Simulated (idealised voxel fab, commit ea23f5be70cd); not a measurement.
voxel released beams: a process module
Cross-section cut: width 285 nm, square cells of 5 nm.
Think of the cross-section as a grid of square cells. We describe it in bands, top to bottom, and each band covers one or more rows of those cells.
What a band's entry tells you: where the top is and where the bottom is, as heights in nm, and after that what lies inside, material by material from left to right, each with its width in nm. Empty space is written as the word "empty", and a single material marked with the word "everywhere" occupies the band from edge to edge.
Where do heights start? At 0: under that level the wafer as delivered is made of one material only. And the lowest band has no floor; it just carries on downward, as in "0 nm and below".
Quick explanation for "30->40": the width changes in equal steps down the rows of cells, from the first number in the band's top row to the second number in its bottom row.
Where the words "remained the same" appear for a step, the cross-section shows no cell changed by that step; every cell remained as before.
In the "Closed-off voids" entry, you get each enclosed empty space of 8 cells or more, one with no open way to the top, written width x height at distance, distance from the left edge, in nm.
Whatever follows a step's settings on its line is a remark the simulator itself makes about that step.
"overlay nm" on a masked step: distance the mask lay right of its planned place, negative for left.

## plan
| 1 | RECEIVE [material Si] |
| 2 | CONFORMAL_DEP [material SiN] [thk nm 5] |
| 3 | DIRECTIONAL_DEP [material SiO2] [thk nm 15] |
| 4 | PATTERN [tone open] [mask id ANCHOR] [material resist] [width nm 35] [thk nm 20] [overlay nm 0] |
| 5 | DIRECTIONAL_ETCH [etch materials SiO2] [depth nm 15] |
| 6 | STRIP [etch materials resist] |
| 7 | CONFORMAL_DEP [material polySi] [thk nm 15] |
| 8 | DIRECTIONAL_DEP [material aC] [thk nm 15] |
| 9 | PATTERN [tone cover] [mask id BEAM] [material resist] [width nm 100] [thk nm 30] [overlay nm 0] |
| 10 | DIRECTIONAL_ETCH [etch materials aC] [depth nm 15] |
| 11 | STRIP [etch materials resist] |
| 12 | DIRECTIONAL_ETCH [etch materials polySi] [depth nm 15] |
| 13 | STRIP [etch materials aC] |
| 14 | STRIP [etch materials SiO2] |

## as received, after step 1
> 0 nm and below | Si everywhere
> Closed-off voids: none

## End state of the module in cross-section, given the above starting point and plan and one mistake in execution
> 35 nm to 20 nm | empty 90 nm  polySi 55 nm  empty 140 nm
> 20 nm to 5 nm | empty 80 nm  polySi 15 nm  SiO2 35 nm  polySi 60 nm  empty 95 nm
> 5 nm to 0 nm | SiN everywhere
> 0 nm and below | Si everywhere
> Closed-off voids: none
So what did we get wrong on this run? step 4 did not use the planned setting and instead ran as PATTERN [tone cover] [mask id ANCHOR] [material resist] [width nm 35] [thk nm 20] [overlay nm 0]
